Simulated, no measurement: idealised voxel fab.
This section sets out a process module, namely voxel ribs on slabs.
cross-section cut | 145 nm wide | cells 5 nm
Bands, listed from the top down, are how a cross-section gets written in this document; the cross-section itself is a grid of square cells, and a band is one or more rows of them. Read a band's entry like this: the first values are the height of its top and the height of its bottom in nm, and what follows is the sequence of materials from left to right, each with its width in nm. Note that "blank" is empty space, and that a single material marked "full width" reaches across the band from edge to edge. Heights are measured from 0, the level below which the as-received wafer is all one material; the lowest band has no bottom and continues downward, written as in "0..down". Width "30->40": first value at the band's top row of cells, second value at its bottom row, equal change from row to row. "nothing altered" (step): cross-section cells unchanged, all of them. "Sealed cavities" means: voids of 8 cells or more that are shut off from the top with no open way through. Written width x height at distance, distance from the left edge, in nm. Step line, after settings: the simulator's comment on this step. The line of a step may include "overlay nm". On a step with a mask, this value is how far to the right of its planned place the mask lay. A negative value means the mask lay to the left. Layout of what follows: cross-section pairs, each bracketing one process step, the after cross-section shown only to the lowest band that changed, the step between and its settings noted under each pair. Pairs may originate in different runs of this module on the same starting wafer; a pair continues from the pair above only where its entry headed "Cross-section, before" says so.

Cross-section, before:
* 55..45 = aC full width
* 45..25 = polySi full width
* 25..0 = SiO2 full width
* 0..down = Si full width
* Sealed cavities: none

after:
* 80..55 = resist 60 / blank 20 / resist 65
* At heights below 55, the structure remains unaltered.
* Sealed cavities: none
Transition step, before and after shown above: PATTERN with tone open, mask id RIB, material resist, width nm 20, thk nm 25, overlay nm 0

Cross-section, before: per the after cross-section of the pair just above.

after:
* 70..55 = resist 60 / blank 20 / resist 65
* 55..45 = aC 60 / blank 20 / aC 65
* At heights below 45, the structure remains unaltered.
* Sealed cavities: none
Transition step, before and after shown above: DIRECTIONAL_ETCH with etch materials aC, depth nm 10

Cross-section, before: per the after cross-section of the pair just above.

after:
* 55..45 = aC 60 / blank 20 / aC 65
* At heights below 45, the structure remains unaltered.
* Sealed cavities: none
Transition step, before and after shown above: STRIP with etch materials resist

Cross-section, before: per the after cross-section of the pair just above.

after:
* 55..45 = aC 60 / blank 20 / aC 65
* 45..30 = polySi 60 / blank 20 / polySi 65
* At heights below 30, the structure remains unaltered.
* Sealed cavities: none
Transition step, before and after shown above: DIRECTIONAL_ETCH with etch materials polySi, depth nm 15

Cross-section, before: per the after cross-section of the pair just above.

after:
* 45..30 = polySi 60 / blank 20 / polySi 65
* At heights below 30, the structure remains unaltered.
* Sealed cavities: none
Transition step, before and after shown above: STRIP with etch materials aC

Cross-section, before: per the after cross-section of the pair just above.

after:
* 60..45 = aC 60 / blank 20 / aC 65
* 45..30 = polySi 60 / aC 20 / polySi 65
* At heights below 30, the structure remains unaltered.
* Sealed cavities: none
Transition step, before and after shown above: DIRECTIONAL_DEP with material aC, thk nm 15

Cross-section, before: per the after cross-section of the pair just above.

after:
* 90..60 = blank 40 / resist 60 / blank 45
* 60..45 = aC 60 / resist 20 / aC 65
* At heights below 45, the structure remains unaltered.
* Sealed cavities: none
Transition step, before and after shown above: PATTERN with tone cover, mask id SLAB, material resist, width nm 60, thk nm 30, overlay nm 0

Cross-section, before: per the after cross-section of the pair just above.

after:
* 75..60 = blank 40 / resist 60 / blank 45
* 60..45 = blank 40 / aC 20 / resist 20 / aC 20 / blank 45
* At heights below 45, the structure remains unaltered.
* Sealed cavities: none
Transition step, before and after shown above: DIRECTIONAL_ETCH with etch materials aC, depth nm 15

Cross-section, before: per the after cross-section of the pair just above.

after:
* 60..45 = blank 40 / aC 20 / blank 20 / aC 20 / blank 45
* At heights below 45, the structure remains unaltered.
* Sealed cavities: none
Transition step, before and after shown above: STRIP with etch materials resist

Cross-section, before: per the after cross-section of the pair just above.

after:
* 60..45 = blank 40 / aC 20 / blank 20 / aC 20 / blank 45
* 45..40 = blank 40 / polySi 20 / aC 20 / polySi 20 / blank 45
* At heights below 40, the structure remains unaltered.
* Sealed cavities: none
Transition step, before and after shown above: DIRECTIONAL_ETCH with etch materials polySi, depth nm 5

Cross-section, before: per the after cross-section of the pair just above.

after:
* 45..40 = blank 40 / polySi 20 / blank 20 / polySi 20 / blank 45
* 40..30 = polySi 60 / blank 20 / polySi 65
* At heights below 30, the structure remains unaltered.
* Sealed cavities: none
Transition step, before and after shown above: STRIP with etch materials aC

Cross-section, before: per the after cross-section of the pair just above.

after:
* 65..45 = SiO2 full width
* 45..40 = SiO2 40 / polySi 20 / SiO2 20 / polySi 20 / SiO2 45
* 40..30 = polySi 60 / SiO2 20 / polySi 65
* At heights below 30, the structure remains unaltered.
* Sealed cavities: none
Transition step, before and after shown above: FILL_DEP with material SiO2, thk nm 20

Cross-section, before: per the after cross-section of the pair just above.

after:
* 55..45 = SiO2 full width
* At heights below 45, the structure remains unaltered.
* Sealed cavities: none
Transition step, before and after shown above: CMP with height nm 55

Cross-section, before: per the after cross-section of the pair just above.

after:
* 65..55 = TiN full width
* At heights below 55, the structure remains unaltered.
* Sealed cavities: none
Transition step, before and after shown above: DIRECTIONAL_DEP with material TiN, thk nm 10

Cross-section, before: per the after cross-section of the pair just above.

after:
* 85..65 = blank 55 / resist 30 / blank 60
* At heights below 65, the structure remains unaltered.
* Sealed cavities: none
Transition step, before and after shown above: PATTERN with tone cover, mask id HEATER, material resist, width nm 30, thk nm 20, overlay nm 0

Cross-section, before: per the after cross-section of the pair just above.

after:
* 85..65 = blank 55 / resist 30 / blank 60
* 65..55 = blank 55 / TiN 30 / blank 60
* At heights below 55, the structure remains unaltered.
* Sealed cavities: none
Transition step, before and after shown above: DIRECTIONAL_ETCH with etch materials TiN, depth nm 10

Cross-section, before: per the after cross-section of the pair just above.

after:
* 65..55 = blank 55 / TiN 30 / blank 60
* At heights below 55, the structure remains unaltered.
* Sealed cavities: none
Transition step, before and after shown above: STRIP with etch materials resist

Cross-section, before: per the after cross-section of the pair just above.

after:
* 75..65 = blank 45 / SiO2 50 / blank 50
* 65..55 = SiO2 55 / TiN 30 / SiO2 60
* At heights below 55, the structure remains unaltered.
* Sealed cavities: none
Transition step, before and after shown above: CONFORMAL_DEP with material SiO2, thk nm 10
